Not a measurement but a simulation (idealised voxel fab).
This is a process module. Its name is voxel gate over fins.
The figure presents cross-section cut, which has a width of 230 nm and is divided into square cells with an edge length of 5 nm.
In what follows, cross-sections appear as grids of square cells, described through bands that run from the top down, where every band is one or more rows of cells.
Look at the band entry: it leads with the top's height and the bottom's height in nm. Then it lists the materials left to right, with a width in nm for each. The word "throughout" on a single material says that material fills the band edge to edge. The word "blank" is empty space.
Height is counted from the level 0, under which the received wafer is composed throughout of one material. The lowest of the bands is not closed at the bottom but continues downward, in the notation "0 nm and below".
So if you see something like "30->40" for the width, read it as the top row of the band sitting at the first number and the bottom row at the second, with every row in between moving by the same amount as the last.
No cell of the cross-section changed in a step that is given as "nothing different".
"Enclosed cavity list" contains a list of empty spaces, each no smaller than 8 cells and without an open way to the top, written in the form width x height at distance with the distance from the left edge and all three in nm.
Whatever follows a step's settings on its line is a remark the simulator itself makes about that step.
overlay nm, on a step with a mask: how far to the right of its planned place the mask lay; to the left if negative
HERE'S WHAT THE PLANNED PROCESS STEPS LOOK LIKE
step 1: op RECEIVE | material Si
step 2: op CONFORMAL_DEP | material SiN | thk nm 10
step 3: op PATTERN | tone cover | mask id FINS | material resist | width nm 15 | pitch nm 40 | thk nm 15 | overlay nm 0
step 4: op DIRECTIONAL_ETCH | etch materials SiN | depth nm 10
step 5: op DIRECTIONAL_ETCH | etch materials Si | depth nm 35
step 6: op STRIP | etch materials resist
step 7: op FILL_DEP | material SiO2 | thk nm 5
step 8: op CMP | height nm 10
step 9: op SELECTIVE_ETCH | etch materials SiO2 | depth nm 20
step 10: op STRIP | etch materials SiN
step 11: op CONFORMAL_DEP | material HfO2 | thk nm 5
step 12: op CONFORMAL_DEP | material TiN | thk nm 5
step 13: op CONFORMAL_DEP | material TiAl | thk nm 5
step 14: op CONFORMAL_DEP | material TiN | thk nm 5
step 15: op FILL_DEP | material W | thk nm 15
step 16: op CMP | height nm 30
step 17: op CONFORMAL_DEP | material SiCN | thk nm 5
DELIVERED WAFER IN CROSS-SECTION: STATE AFTER STEP 1
    0 nm and below | Si throughout
    Enclosed cavity list: none
THE FOLLOWING CROSS-SECTION DEPICTS THE WAFER UPON CONCLUSION OF THE MODULE. PROCESSING COMMENCED FROM THE STARTING CONDITION ILLUSTRATED ABOVE AND ADHERED TO THE PLAN ILLUSTRATED ABOVE, SAVE FOR ONE MISTAKE IN EXECUTION
    35 nm to 30 nm | SiCN throughout
    30 nm to 15 nm | W throughout
    15 nm to 5 nm | W 50, TiN 125, W 55
    5 nm to 0 nm | TiN 60, HfO2 25, TiN 15, HfO2 25, TiN 15, HfO2 25, TiN 65
    0 nm to -5 nm | TiN 60, HfO2 5, Si 15, HfO2 5, TiN 15, HfO2 5, Si 15, HfO2 5, TiN 15, HfO2 5, Si 15, HfO2 5, TiN 65
    -5 nm to -10 nm | HfO2 65, Si 15, HfO2 25, Si 15, HfO2 25, Si 15, HfO2 70
    -10 nm to -35 nm | SiO2 65, Si 15, SiO2 25, Si 15, SiO2 25, Si 15, SiO2 70
    -35 nm and below | Si throughout
    Enclosed cavity list: none
Error vs. plan: the plan's step 13 was left out and never carried out
